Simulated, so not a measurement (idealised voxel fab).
process module | voxel ribs on slabs
cross-section cut | 175 nm wide | cells 5 nm
A cross-section is a grid of square cells, given in bands from the top down. A band is one or more rows of cells.
Each band's line starts with the height of the band's top and of its bottom, in nm. Then come its materials from left to right, each with its width in nm. One material with "throughout" fills the band from edge to edge. "air" is empty space.
Height 0 is the level under which the wafer as received is all one material. The lowest band goes on downwards, as in "0 down".
A width such as "30 to 40" changes by the same amount from each row of cells to the next, from the band's top row to its bottom row.
"no change" after a step means that no cell of the cross-section changed.
closed voids: empty space of 8 cells or more with no open way to the top, each as width x height at its distance from the left edge, in nm
after a step's settings: what the simulator itself notes on the step
overlay nm, on a step with a mask: how far to the right of its planned place the mask lay; to the left if negative
plan
1 op RECEIVE | material Si
2 op DIRECTIONAL_DEP | material SiO2 | thk nm 25
3 op DIRECTIONAL_DEP | material polySi | thk nm 15
4 op DIRECTIONAL_DEP | material aC | thk nm 10
5 op PATTERN | tone cover | mask id RIB | material resist | width nm 20 | thk nm 25 | overlay nm 0
6 op DIRECTIONAL_ETCH | etch materials aC | depth nm 10
7 op STRIP | etch materials resist
8 op DIRECTIONAL_ETCH | etch materials polySi | depth nm 10
9 op STRIP | etch materials aC
10 op PATTERN | tone cover | mask id SLAB | material resist | width nm 70 | thk nm 15 | overlay nm -15
11 op DIRECTIONAL_ETCH | etch materials polySi | depth nm 5
12 op STRIP | etch materials resist
13 op FILL_DEP | material SiO2 | thk nm 25
14 op CMP | height nm 60
15 op DIRECTIONAL_DEP | material TiN | thk nm 10
16 op DIRECTIONAL_DEP | material aC | thk nm 15
17 op PATTERN | tone cover | mask id HEATER | material resist | width nm 30 | thk nm 35 | overlay nm 0
18 op DIRECTIONAL_ETCH | etch materials aC | depth nm 15
19 op STRIP | etch materials resist
20 op DIRECTIONAL_ETCH | etch materials TiN | depth nm 10
21 op STRIP | etch materials aC
22 op CONFORMAL_DEP | material SiO2 | thk nm 5
varied across the wafers: overlay nm of step 10. The plan shows the first wafer's value. All wafers start alike
first wafer as received, after step 1
  0 down: Si throughout
  closed voids: none
first wafer at the end, after step 22
  75 to 70: air 65 | SiO2 40 | air 70
  70 to 65: air 65 | SiO2 5 | TiN 30 | SiO2 5 | air 70
  65 to 60: SiO2 70 | TiN 30 | SiO2 75
  60 to 40: SiO2 throughout
  40 to 30: SiO2 75 | polySi 20 | SiO2 80
  30 to 25: SiO2 35 | polySi 70 | SiO2 70
  25 to 0: SiO2 throughout
  0 down: Si throughout
  closed voids: none
last wafer at the end
  75 to 70: air 65 | SiO2 40 | air 70
  70 to 65: air 65 | SiO2 5 | TiN 30 | SiO2 5 | air 70
  65 to 60: SiO2 70 | TiN 30 | SiO2 75
  60 to 40: SiO2 throughout
  40 to 30: SiO2 75 | polySi 20 | SiO2 80
  30 to 25: SiO2 65 | polySi 70 | SiO2 40
  25 to 0: SiO2 throughout
  0 down: Si throughout
  closed voids: none
each wafer at the end: cells of each material gained (+) or lost (-) since it was received, then its closed voids
overlay nm -15 | +437 SiO2 | +12 TiN | +22 polySi | closed voids: none
overlay nm -10 | +437 SiO2 | +12 TiN | +22 polySi | closed voids: none
overlay nm -5 | +437 SiO2 | +12 TiN | +22 polySi | closed voids: none
overlay nm 0 | +437 SiO2 | +12 TiN | +22 polySi | closed voids: none
overlay nm 5 | +437 SiO2 | +12 TiN | +22 polySi | closed voids: none
overlay nm 10 | +437 SiO2 | +12 TiN | +22 polySi | closed voids: none
overlay nm 15 | +437 SiO2 | +12 TiN | +22 polySi | closed voids: none
